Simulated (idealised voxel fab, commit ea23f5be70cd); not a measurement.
The document below concerns the process module designated voxel released beams.
Each square cell in cross-section cut measures 5 nm, and the section as a whole is 205 nm wide.
In this document a cross-section is written as a grid of square cells. It is given as a series of bands, listed from the top down, and a band is one or more rows of cells. A band entry consists of two parts. The first gives the height of the band's top and the height of its bottom, in nm. The rest lists the band's materials from left to right, each with its width in nm. A single material labelled with the word "full width" fills the band from edge to edge, and the word "empty" marks empty space. Note: height 0 marks the level under which the wafer is uniformly one material as received. Lowest band unbounded below, written "0 and below". Think of "30 to 40" as a width that walks from the first number to the second as you go down the band, top row to bottom row, taking equal-sized steps from row to row. The designation "nothing got changed", where it is given for a processing step, indicates that no cell of the cross-section was altered in the course of that step. Closed empty spaces (no open way to the top) of 8 cells or more are what "Trapped void list" lists, each as width x height at distance from the left edge, nm for all three. On each step's line, the part that comes after the settings is the simulator's own comment on the step. A step line may carry the setting "overlay nm", which, for steps involving a mask, states the distance by which the mask lay to the right of its intended position; negative values denote displacement to the left.
Process steps - plan:
1. RECEIVE [material Si]
2. CONFORMAL_DEP [material SiN] [thk nm 10]
3. DIRECTIONAL_DEP [material SiO2] [thk nm 20]
4. MASKED_ETCH [tone open] [mask id ANCHOR] [width nm 30] [etch materials SiO2] [depth nm 20] [overlay nm 0]
5. CONFORMAL_DEP [material W] [thk nm 10]
6. MASKED_ETCH [tone cover] [mask id BEAM] [width nm 85] [etch materials W] [depth nm 10] [overlay nm 0]
7. STRIP [etch materials SiO2]
Received-state cross-section, reflecting completion of step 1:
0 and below  Si full width
Trapped void list: none
first wafer at the end, as planned:
40 down to 30  55 empty, then 15 W, then 10 empty, then 60 W, then 65 empty
30 down to 20  60 empty, then 10 W, then 10 empty, then 10 W, then 115 empty
20 down to 10  60 empty, then 30 W, then 115 empty
10 down to 0  SiN full width
0 and below  Si full width
Trapped void list: none
Cross-sectional view of the second of two wafers upon completion of the module. This wafer shared its starting condition and process plan with the first; one error was made during its execution:
40 down to 30  55 empty, then 20 W, then 10 empty, then 55 W, then 65 empty
30 down to 20  65 empty, then 10 W, then 10 empty, then 10 W, then 110 empty
20 down to 10  65 empty, then 30 W, then 110 empty
10 down to 0  SiN full width
0 and below  Si full width
Trapped void list: none
Plan not followed: step 4 deviated from plan and actually ran as MASKED_ETCH [tone open] [mask id ANCHOR] [width nm 30] [etch materials SiO2] [depth nm 20] [overlay nm 5]
Comparing end states, the material composition by cell count is preserved from the first wafer to the second, while the locations of the cells are not.
